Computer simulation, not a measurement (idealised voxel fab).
The following is a process module called voxel gate over fins.
It is cross-section cut that appears here, measuring 205 nm in width, its square cells being 5 nm in size.
Throughout this document, each cross-section is represented as a grid of square cells and is presented as a sequence of bands enumerated from the top downward, where a band comprises one or more rows of cells.
First you get the band's top height and its bottom height, in nm, and then the materials it's made of, left to right, with each width in nm. If you see a single material with "throughout", that one covers the band edge to edge. "air" is empty space.
Heights are expressed relative to 0, this being the level below which the as-received wafer comprises one material exclusively. The lowest band is unbounded in the downward direction and is denoted as in "top 0, no bottom".
So if you see something like "30 to 40" for the width, read it as the top row of the band sitting at the first number and the bottom row at the second, with every row in between moving by the same amount as the last.
"changes: none", as given for a step, is the statement that not any cell of the cross-section underwent a change during that step.
Entry "Closed internal voids" = empty spaces >= 8 cells with no open way to the top; each as width x height at distance, distance from left edge, all nm.
Post-settings text on a step line: simulator's own remark regarding the step.
overlay nm: step with mask; distance mask lay right of planned place; negative value = left of planned place.
[The planned process steps are enumerated hereunder]
| 1 | RECEIVE: material Si |
| 2 | CONFORMAL_DEP: material SiN, thk nm 5 |
| 3 | DIRECTIONAL_DEP: material aC, thk nm 15 |
| 4 | PATTERN: tone cover, mask id FINS, material resist, width nm 15, pitch nm 40, thk nm 30, overlay nm 0 |
| 5 | DIRECTIONAL_ETCH: etch materials aC, depth nm 15 |
| 6 | STRIP: etch materials resist |
| 7 | DIRECTIONAL_ETCH: etch materials SiN, depth nm 5 |
| 8 | DIRECTIONAL_ETCH: etch materials Si, depth nm 30 |
| 9 | STRIP: etch materials aC |
| 10 | FILL_DEP: material SiO2, thk nm 10 |
| 11 | CMP: height nm 5 |
| 12 | SELECTIVE_ETCH: etch materials SiO2, depth nm 20 |
| 13 | STRIP: etch materials SiN |
| 14 | CONFORMAL_DEP: material HfO2, thk nm 5 |
| 15 | CONFORMAL_DEP: material TiN, thk nm 5 |
| 16 | CONFORMAL_DEP: material TiAl, thk nm 5 |
| 17 | CONFORMAL_DEP: material TiN, thk nm 5 |
| 18 | FILL_DEP: material W, thk nm 10 |
| 19 | CMP: height nm 25 |
| 20 | CONFORMAL_DEP: material SiCN, thk nm 5 |
[Cross-section of the wafer upon arrival, representing the state reached after step 1]
	top 0, no bottom: Si throughout
	Closed internal voids: none
[End state of the module in cross-section, given the above starting point and plan and one mistake in execution]
	top 30, bottom 25: SiCN throughout
	top 25, bottom 20: W throughout
	top 20, bottom 15: 10 W | 185 TiN | 10 W
	top 15, bottom 10: 10 W | 5 TiN | 175 TiAl | 5 TiN | 10 W
	top 10, bottom 5: 10 W | 5 TiN | 5 TiAl | 165 TiN | 5 TiAl | 5 TiN | 10 W
	top 5, bottom 0: 15 TiN | 5 TiAl | 5 TiN | 35 HfO2 | 5 TiN | 35 HfO2 | 5 TiN | 35 HfO2 | 5 TiN | 35 HfO2 | 5 TiN | 5 TiAl | 15 TiN
	top 0, bottom -5: 20 TiAl | 5 TiN | 5 HfO2 | 25 Si | 5 HfO2 | 5 TiN | 5 HfO2 | 25 Si | 5 HfO2 | 5 TiN | 5 HfO2 | 25 Si | 5 HfO2 | 5 TiN | 5 HfO2 | 25 Si | 5 HfO2 | 5 TiN | 20 TiAl
	top -5, bottom -10: 25 TiN | 5 HfO2 | 25 Si | 5 HfO2 | 5 TiN | 5 HfO2 | 25 Si | 5 HfO2 | 5 TiN | 5 HfO2 | 25 Si | 5 HfO2 | 5 TiN | 5 HfO2 | 25 Si | 5 HfO2 | 25 TiN
	top -10, bottom -15: 30 HfO2 | 25 Si | 15 HfO2 | 25 Si | 15 HfO2 | 25 Si | 15 HfO2 | 25 Si | 30 HfO2
	top -15, bottom -30: 30 SiO2 | 25 Si | 15 SiO2 | 25 Si | 15 SiO2 | 25 Si | 15 SiO2 | 25 Si | 30 SiO2
	top -30, no bottom: Si throughout
	Closed internal voids: none
what went wrong: step 4 ran with different settings than intended, the actual operation and settings being PATTERN: tone cover, mask id FINS, material resist, width nm 25, pitch nm 40, thk nm 30, overlay nm 0
